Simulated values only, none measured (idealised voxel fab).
You're looking at the process module voxel self aligned contacts.
Square cells of 5 nm make up the cross-section cut, whose width is 285 nm.
A cross-section in this document is a grid of square cells, and it is written down as bands, the top band listed before the ones below it; a band is made up of one or more rows of cells.
Read a band's entry like this: the first values are the height of its top and the height of its bottom in nm, and what follows is the sequence of materials from left to right, each with its width in nm. Note that "air" is empty space, and that a single material marked "everywhere" reaches across the band from edge to edge.
Heights are measured from 0, the level below which the as-received wafer is all one material; the lowest band has no bottom and continues downward, written as in "0 and below".
Quick explanation for "30..40": the width changes in equal steps down the rows of cells, from the first number in the band's top row to the second number in its bottom row.
Key: "same as before" - step with no changed cell in the cross-section.
The list in "Enclosed voids" covers empty spaces of 8 cells or more that cannot reach the top through any open way, and it gives each as width x height at distance; the distance is from the left edge, and width, height and distance are in nm.
Text after the settings on a step's line: the simulator's own remark on that step.
For masked steps, "overlay nm" on the step line gives how far right of plan the mask actually lay; a minus sign means it lay to the left.

**Intended process steps**
1,RECEIVE: material Si
2,OXIDIZE: depth nm 5
3,DIRECTIONAL_DEP: material polySi, thk nm 30
4,DIRECTIONAL_DEP: material SiN, thk nm 20
5,DIRECTIONAL_DEP: material aC, thk nm 15
6,PATTERN: tone cover, mask id GATE, material resist, width nm 25, pitch nm 60, thk nm 30, overlay nm 0
7,DIRECTIONAL_ETCH: etch materials aC, depth nm 15
8,STRIP: etch materials resist
9,DIRECTIONAL_ETCH: etch materials SiN, depth nm 20
10,DIRECTIONAL_ETCH: etch materials polySi, depth nm 30
11,STRIP: etch materials aC
12,CONFORMAL_DEP: material SiN, thk nm 10
13,DIRECTIONAL_ETCH: etch materials SiN, depth nm 10
14,FILL_DEP: material SiO2, thk nm 15
15,CMP: height nm 55
16,MASKED_ETCH: tone open, mask id CONTACT, width nm 45, pitch nm 60, etch materials SiO2, depth nm 60, overlay nm 0
17,CONFORMAL_DEP: material TiN, thk nm 5
18,FILL_DEP: material Ru, thk nm 10
19,CMP: height nm 55
20,CONFORMAL_DEP: material SiN, thk nm 5

**Cross-sectional view of the wafer in its as-received condition, corresponding to the state after step 1**
  0 and below | Si everywhere
  Enclosed voids: none

**Cross-sectional result after module completion. Note: starting condition and plan are unchanged from above; one processing mistake was made**
  60 down to 55 | SiN everywhere
  55 down to 50 | 90 SiO2, then 45 TiN, then 15 SiO2, then 45 TiN, then 90 SiO2
  50 down to 30 | 55 SiO2, then 55 SiN, then 5 TiN, then 55 SiN, then 5 TiN, then 55 SiN, then 55 SiO2
  30 down to 0 | 55 SiO2, then 10 SiN, then 35 polySi, then 10 SiN, then 5 TiN, then 10 SiN, then 35 polySi, then 10 SiN, then 5 TiN, then 10 SiN, then 35 polySi, then 10 SiN, then 55 SiO2
  0 down to -5 | 110 SiO2, then 5 TiN, then 55 SiO2, then 5 TiN, then 110 SiO2
  -5 and below | Si everywhere
  Enclosed voids: none
Nonconformance to the process plan: it should be noted that step 6 was executed with settings other than those planned, the operation and settings actually applied being PATTERN: tone cover, mask id GATE, material resist, width nm 35, pitch nm 60, thk nm 30, overlay nm 0
